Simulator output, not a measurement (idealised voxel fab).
Documented hereafter: the process module known as voxel self aligned vias.
Displayed cross-section: cut, width of 235 nm, square cells sized 5 nm.
A cross-section is a grid of square cells, given in bands from the top down. A band is one or more rows of cells. In this notation a band is specified by the heights of its top and bottom, in that order and in nm, after which its materials appear from left to right, each paired with its width in nm. The word "edge to edge" attached to a single material means that material fills the band from edge to edge; the word "air" stands for empty space. A quick word on heights: they are counted from 0, and under that level the wafer as it came to us is one material throughout. The lowest band is different from the rest in having no bottom; it simply continues downward, written as in "0..down". When a width is written as two numbers, as in "30..40", the first number is the width in the top row of cells of the band and the second is the width in its bottom row, and the width changes by the same amount from each row to the next. Step marked "remained unchanged"? Then no cell in the cross-section changed in it. Under "Entrapped voids" you'll find the enclosed gaps, the ones with no way out to the top, that are 8 cells or bigger; each reads width x height at distance, with distance counted from the left edge, everything in nm. On each step's line, the part that comes after the settings is the simulator's own comment on the step. overlay nm: step with mask; distance mask lay right of planned place; negative value = left of planned place.
Set out below are the planned steps of the process:
1) RECEIVE | material Si
2) CONFORMAL_DEP | material SiO2 | thk nm 10
3) CONFORMAL_DEP | material SiCN | thk nm 5
4) DIRECTIONAL_DEP | material lowk | thk nm 30
5) DIRECTIONAL_DEP | material aC | thk nm 10
6) PATTERN | tone open | mask id LINES | material resist | width nm 20 | pitch nm 55 | thk nm 30 | overlay nm 0
7) DIRECTIONAL_ETCH | etch materials aC | depth nm 10
8) STRIP | etch materials resist
9) DIRECTIONAL_ETCH | etch materials lowk | depth nm 30
10) STRIP | etch materials aC
11) CONFORMAL_DEP | material TiN | thk nm 5
12) FILL_DEP | material Ru | thk nm 10
13) CMP | height nm 45
14) SELECTIVE_ETCH | etch materials W Ru TiN | depth nm 10
15) FILL_DEP | material SiN | thk nm 10
16) CMP | height nm 45
17) DIRECTIONAL_DEP | material lowk | thk nm 15
18) PATTERN | tone open | mask id VIAS | material resist | width nm 30 | pitch nm 110 | thk nm 15 | overlay nm 0
19) DIRECTIONAL_ETCH | etch materials lowk | depth nm 15
20) DIRECTIONAL_ETCH | etch materials SiN | depth nm 10
21) STRIP | etch materials resist
22) CONFORMAL_DEP | material TiN | thk nm 5
23) FILL_DEP | material Cu | thk nm 5
24) CMP | height nm 60
25) CONFORMAL_DEP | material SiN | thk nm 5
First of two wafers - as planned:
Received-state cross-section, reflecting completion of step 1:
> 0..down | Si edge to edge
> Entrapped voids: none
Once step 2 is through, the wafer looks like this in cross-section:
> 10..0 | SiO2 edge to edge
> below 0: unchanged
Once step 3 is through, the wafer looks like this in cross-section:
> 15..10 | SiCN edge to edge
> below 10: unchanged
Once step 4 is through, the wafer looks like this in cross-section:
> 45..15 | lowk edge to edge
> below 15: unchanged
Once step 5 is through, the wafer looks like this in cross-section:
> 55..45 | aC edge to edge
> below 45: unchanged
Once step 6 is through, the wafer looks like this in cross-section:
> 85..55 | resist (50) / air (20) / resist (35) / air (20) / resist (35) / air (20) / resist (55)
> below 55: unchanged
Once step 7 is through, the wafer looks like this in cross-section:
> 75..55 | resist (50) / air (20) / resist (35) / air (20) / resist (35) / air (20) / resist (55)
> 55..45 | aC (50) / air (20) / aC (35) / air (20) / aC (35) / air (20) / aC (55)
> below 45: unchanged
Once step 8 is through, the wafer looks like this in cross-section:
> 55..45 | aC (50) / air (20) / aC (35) / air (20) / aC (35) / air (20) / aC (55)
> below 45: unchanged
Once step 9 is through, the wafer looks like this in cross-section:
> 55..45 | aC (50) / air (20) / aC (35) / air (20) / aC (35) / air (20) / aC (55)
> 45..15 | lowk (50) / air (20) / lowk (35) / air (20) / lowk (35) / air (20) / lowk (55)
> below 15: unchanged
Once step 10 is through, the wafer looks like this in cross-section:
> 45..15 | lowk (50) / air (20) / lowk (35) / air (20) / lowk (35) / air (20) / lowk (55)
> below 15: unchanged
Once step 11 is through, the wafer looks like this in cross-section:
> 50..45 | TiN (55) / air (10) / TiN (45) / air (10) / TiN (45) / air (10) / TiN (60)
> 45..20 | lowk (50) / TiN (5) / air (10) / TiN (5) / lowk (35) / TiN (5) / air (10) / TiN (5) / lowk (35) / TiN (5) / air (10) / TiN (5) / lowk (55)
> 20..15 | lowk (50) / TiN (20) / lowk (35) / TiN (20) / lowk (35) / TiN (20) / lowk (55)
> below 15: unchanged
Once step 12 is through, the wafer looks like this in cross-section:
> 60..50 | Ru edge to edge
> 50..45 | TiN (55) / Ru (10) / TiN (45) / Ru (10) / TiN (45) / Ru (10) / TiN (60)
> 45..20 | lowk (50) / TiN (5) / Ru (10) / TiN (5) / lowk (35) / TiN (5) / Ru (10) / TiN (5) / lowk (35) / TiN (5) / Ru (10) / TiN (5) / lowk (55)
> below 20: unchanged
Once step 13 is through, the wafer looks like this in cross-section:
> 45..20 | lowk (50) / TiN (5) / Ru (10) / TiN (5) / lowk (35) / TiN (5) / Ru (10) / TiN (5) / lowk (35) / TiN (5) / Ru (10) / TiN (5) / lowk (55)
> below 20: unchanged
Once step 14 is through, the wafer looks like this in cross-section:
> 45..35 | lowk (50) / air (20) / lowk (35) / air (20) / lowk (35) / air (20) / lowk (55)
> below 35: unchanged
Once step 15 is through, the wafer looks like this in cross-section:
> 55..45 | SiN edge to edge
> 45..35 | lowk (50) / SiN (20) / lowk (35) / SiN (20) / lowk (35) / SiN (20) / lowk (55)
> below 35: unchanged
Once step 16 is through, the wafer looks like this in cross-section:
> 45..35 | lowk (50) / SiN (20) / lowk (35) / SiN (20) / lowk (35) / SiN (20) / lowk (55)
> below 35: unchanged
Once step 17 is through, the wafer looks like this in cross-section:
> 60..45 | lowk edge to edge
> below 45: unchanged
Once step 18 is through, the wafer looks like this in cross-section:
> 75..60 | resist (45) / air (30) / resist (80) / air (30) / resist (50)
> below 60: unchanged
Once step 19 is through, the wafer looks like this in cross-section:
> 75..60 | resist (45) / air (30) / resist (80) / air (30) / resist (50)
> 60..45 | lowk (45) / air (30) / lowk (80) / air (30) / lowk (50)
> below 45: unchanged
Once step 20 is through, the wafer looks like this in cross-section:
> 75..60 | resist (45) / air (30) / resist (80) / air (30) / resist (50)
> 60..45 | lowk (45) / air (30) / lowk (80) / air (30) / lowk (50)
> 45..35 | lowk (50) / air (20) / lowk (35) / SiN (20) / lowk (35) / air (20) / lowk (55)
> below 35: unchanged
Once step 21 is through, the wafer looks like this in cross-section:
> 60..45 | lowk (45) / air (30) / lowk (80) / air (30) / lowk (50)
> below 45: unchanged
Once step 22 is through, the wafer looks like this in cross-section:
> 65..60 | TiN (50) / air (20) / TiN (90) / air (20) / TiN (55)
> 60..50 | lowk (45) / TiN (5) / air (20) / TiN (5) / lowk (80) / TiN (5) / air (20) / TiN (5) / lowk (50)
> 50..45 | lowk (45) / TiN (10) / air (10) / TiN (10) / lowk (80) / TiN (10) / air (10) / TiN (10) / lowk (50)
> 45..40 | lowk (50) / TiN (5) / air (10) / TiN (5) / lowk (35) / SiN (20) / lowk (35) / TiN (5) / air (10) / TiN (5) / lowk (55)
> 40..35 | lowk (50) / TiN (20) / lowk (35) / SiN (20) / lowk (35) / TiN (20) / lowk (55)
> below 35: unchanged
Once step 23 is through, the wafer looks like this in cross-section:
> 70..65 | Cu edge to edge
> 65..60 | TiN (50) / Cu (20) / TiN (90) / Cu (20) / TiN (55)
> 60..50 | lowk (45) / TiN (5) / Cu (20) / TiN (5) / lowk (80) / TiN (5) / Cu (20) / TiN (5) / lowk (50)
> 50..45 | lowk (45) / TiN (10) / Cu (10) / TiN (10) / lowk (80) / TiN (10) / Cu (10) / TiN (10) / lowk (50)
> 45..40 | lowk (50) / TiN (5) / Cu (10) / TiN (5) / lowk (35) / SiN (20) / lowk (35) / TiN (5) / Cu (10) / TiN (5) / lowk (55)
> below 40: unchanged
Once step 24 is through, the wafer looks like this in cross-section:
> 60..50 | lowk (45) / TiN (5) / Cu (20) / TiN (5) / lowk (80) / TiN (5) / Cu (20) / TiN (5) / lowk (50)
> below 50: unchanged
Once step 25 is through, the wafer looks like this in cross-section:
> 65..60 | SiN edge to edge
> below 60: unchanged
The second wafer was prepared from the same starting point and under the same plan as the first; its processing contained one mistake, and it remains indistinguishable from the first wafer up to and including step 5:
Cross-section of the second wafer corresponding to the planned conclusion of step 6:
> 85..55 | resist (60) / air (20) / resist (35) / air (20) / resist (35) / air (20) / resist (45)
> below 55: unchanged
Cross-section of the second wafer corresponding to the planned conclusion of step 7:
> 75..55 | resist (60) / air (20) / resist (35) / air (20) / resist (35) / air (20) / resist (45)
> 55..45 | aC (60) / air (20) / aC (35) / air (20) / aC (35) / air (20) / aC (45)
> below 45: unchanged
Cross-section of the second wafer corresponding to the planned conclusion of step 8:
> 55..45 | aC (60) / air (20) / aC (35) / air (20) / aC (35) / air (20) / aC (45)
> below 45: unchanged
Cross-section of the second wafer corresponding to the planned conclusion of step 9:
> 55..45 | aC (60) / air (20) / aC (35) / air (20) / aC (35) / air (20) / aC (45)
> 45..15 | lowk (60) / air (20) / lowk (35) / air (20) / lowk (35) / air (20) / lowk (45)
> below 15: unchanged
Cross-section of the second wafer corresponding to the planned conclusion of step 10:
> 45..15 | lowk (60) / air (20) / lowk (35) / air (20) / lowk (35) / air (20) / lowk (45)
> below 15: unchanged
Cross-section of the second wafer corresponding to the planned conclusion of step 11:
> 50..45 | TiN (65) / air (10) / TiN (45) / air (10) / TiN (45) / air (10) / TiN (50)
> 45..20 | lowk (60) / TiN (5) / air (10) / TiN (5) / lowk (35) / TiN (5) / air (10) / TiN (5) / lowk (35) / TiN (5) / air (10) / TiN (5) / lowk (45)
> 20..15 | lowk (60) / TiN (20) / lowk (35) / TiN (20) / lowk (35) / TiN (20) / lowk (45)
> below 15: unchanged
Cross-section of the second wafer corresponding to the planned conclusion of step 12:
> 60..50 | Ru edge to edge
> 50..45 | TiN (65) / Ru (10) / TiN (45) / Ru (10) / TiN (45) / Ru (10) / TiN (50)
> 45..20 | lowk (60) / TiN (5) / Ru (10) / TiN (5) / lowk (35) / TiN (5) / Ru (10) / TiN (5) / lowk (35) / TiN (5) / Ru (10) / TiN (5) / lowk (45)
> below 20: unchanged
Cross-section of the second wafer corresponding to the planned conclusion of step 13:
> 45..20 | lowk (60) / TiN (5) / Ru (10) / TiN (5) / lowk (35) / TiN (5) / Ru (10) / TiN (5) / lowk (35) / TiN (5) / Ru (10) / TiN (5) / lowk (45)
> below 20: unchanged
Cross-section of the second wafer corresponding to the planned conclusion of step 14:
> 45..35 | lowk (60) / air (20) / lowk (35) / air (20) / lowk (35) / air (20) / lowk (45)
> below 35: unchanged
Cross-section of the second wafer corresponding to the planned conclusion of step 15:
> 55..45 | SiN edge to edge
> 45..35 | lowk (60) / SiN (20) / lowk (35) / SiN (20) / lowk (35) / SiN (20) / lowk (45)
> below 35: unchanged
Cross-section of the second wafer corresponding to the planned conclusion of step 16:
> 45..35 | lowk (60) / SiN (20) / lowk (35) / SiN (20) / lowk (35) / SiN (20) / lowk (45)
> below 35: unchanged
Cross-section of the second wafer corresponding to the planned conclusion of step 17:
> 60..45 | lowk edge to edge
> below 45: unchanged
Cross-section of the second wafer corresponding to the planned conclusion of step 18:
> 75..60 | resist (45) / air (30) / resist (80) / air (30) / resist (50)
> below 60: unchanged
Cross-section of the second wafer corresponding to the planned conclusion of step 19:
> 75..60 | resist (45) / air (30) / resist (80) / air (30) / resist (50)
> 60..45 | lowk (45) / air (30) / lowk (80) / air (30) / lowk (50)
> below 45: unchanged
Cross-section of the second wafer corresponding to the planned conclusion of step 20:
> 75..60 | resist (45) / air (30) / resist (80) / air (30) / resist (50)
> 60..45 | lowk (45) / air (30) / lowk (80) / air (30) / lowk (50)
> 45..35 | lowk (60) / air (15) / SiN (5) / lowk (35) / SiN (20) / lowk (35) / air (15) / SiN (5) / lowk (45)
> below 35: unchanged
Cross-section of the second wafer corresponding to the planned conclusion of step 21:
> 60..45 | lowk (45) / air (30) / lowk (80) / air (30) / lowk (50)
> below 45: unchanged
Cross-section of the second wafer corresponding to the planned conclusion of step 22:
> 65..60 | TiN (50) / air (20) / TiN (90) / air (20) / TiN (55)
> 60..50 | lowk (45) / TiN (5) / air (20) / TiN (5) / lowk (80) / TiN (5) / air (20) / TiN (5) / lowk (50)
> 50..45 | lowk (45) / TiN (20) / air (5) / TiN (5) / lowk (80) / TiN (20) / air (5) / TiN (5) / lowk (50)
> 45..40 | lowk (60) / TiN (5) / air (5) / TiN (5) / SiN (5) / lowk (35) / SiN (20) / lowk (35) / TiN (5) / air (5) / TiN (5) / SiN (5) / lowk (45)
> 40..35 | lowk (60) / TiN (15) / SiN (5) / lowk (35) / SiN (20) / lowk (35) / TiN (15) / SiN (5) / lowk (45)
> below 35: unchanged
Cross-section of the second wafer corresponding to the planned conclusion of step 23:
> 70..65 | Cu edge to edge
> 65..60 | TiN (50) / Cu (20) / TiN (90) / Cu (20) / TiN (55)
> 60..50 | lowk (45) / TiN (5) / Cu (20) / TiN (5) / lowk (80) / TiN (5) / Cu (20) / TiN (5) / lowk (50)
> 50..45 | lowk (45) / TiN (20) / Cu (5) / TiN (5) / lowk (80) / TiN (20) / Cu (5) / TiN (5) / lowk (50)
> 45..40 | lowk (60) / TiN (5) / Cu (5) / TiN (5) / SiN (5) / lowk (35) / SiN (20) / lowk (35) / TiN (5) / Cu (5) / TiN (5) / SiN (5) / lowk (45)
> below 40: unchanged
Cross-section of the second wafer corresponding to the planned conclusion of step 24:
> 60..50 | lowk (45) / TiN (5) / Cu (20) / TiN (5) / lowk (80) / TiN (5) / Cu (20) / TiN (5) / lowk (50)
> below 50: unchanged
Cross-section of the second wafer corresponding to the planned conclusion of step 25:
> 65..60 | SiN edge to edge
> below 60: unchanged
What went wrong in running the wafer? note that step 6 departed from the planned setting and was carried out as PATTERN | tone open | mask id LINES | material resist | width nm 20 | pitch nm 55 | thk nm 30 | overlay nm 10
Count the cells at the end and the second wafer has more or fewer of some materials than the first: -4 Cu | +4 SiN
